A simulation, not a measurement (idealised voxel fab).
Herein follows the process module entitled voxel fin reveal.
230 nm wide, 5 nm square cells: that's cross-section cut.
How to read a cross-section here: the picture is a grid of square cells, written as bands going from the top down, and any band can span one or more rows of cells. Within each band entry, the heights of the top and of the bottom of the band appear first, in that order and in nm; the materials of the band then follow from left to right, each with its corresponding width in nm. The designation "all across" on a single material indicates that it fills the band from edge to edge; the designation "air" indicates empty space. Heights are reckoned from 0. Under this level, the received wafer is all of one material. The bottommost band is open-ended downward, for example "0 and below". Top row gets the first number, bottom row gets the second, and each row in between changes by the same step: that is how a band width like "30->40" works. "same as before" after a step means that no cell of the cross-section changed. The list in "Enclosed void catalog" covers empty spaces of 8 cells or more that cannot reach the top through any open way, and it gives each as width x height at distance; the distance is from the left edge, and width, height and distance are in nm. Text after the settings on a step's line: the simulator's own remark on that step. overlay nm, on a step with a mask: how far to the right of its planned place the mask lay; to the left if negative.

Steps planned for the process
- 1: RECEIVE: material Si
- 2: CONFORMAL_DEP: material SiN, thk nm 5
- 3: DIRECTIONAL_DEP: material aC, thk nm 15
- 4: PATTERN: tone cover, mask id FINS, material resist, width nm 15, pitch nm 35, thk nm 35, overlay nm 0
- 5: DIRECTIONAL_ETCH: etch materials aC, depth nm 15
- 6: STRIP: etch materials resist
- 7: DIRECTIONAL_ETCH: etch materials SiN, depth nm 5
- 8: DIRECTIONAL_ETCH: etch materials Si, depth nm 30
- 9: STRIP: etch materials aC
- 10: FILL_DEP: material SiO2, thk nm 10
- 11: CMP: height nm 5
- 12: SELECTIVE_ETCH: etch materials SiO2, depth nm 25
- 13: STRIP: etch materials SiN
- 14: CONFORMAL_DEP: material HfO2, thk nm 5

Cross-section of the incoming wafer, state after step 1
0 and below = Si all across
Enclosed void catalog: none

Cross-sectional result after module completion. Note: starting condition and plan are unchanged from above; one processing mistake was made
5 down to 0 = air 65, then HfO2 25, then air 10, then HfO2 25, then air 10, then HfO2 25, then air 70
0 down to -15 = air 65, then HfO2 5, then Si 15, then HfO2 5, then air 10, then HfO2 5, then Si 15, then HfO2 5, then air 10, then HfO2 5, then Si 15, then HfO2 5, then air 70
-15 down to -20 = HfO2 70, then Si 15, then HfO2 20, then Si 15, then HfO2 20, then Si 15, then HfO2 75
-20 down to -60 = SiO2 70, then Si 15, then SiO2 20, then Si 15, then SiO2 20, then Si 15, then SiO2 75
-60 and below = Si all across
Enclosed void catalog: none
Finding, execution versus plan: step 8 from the plan got run twice
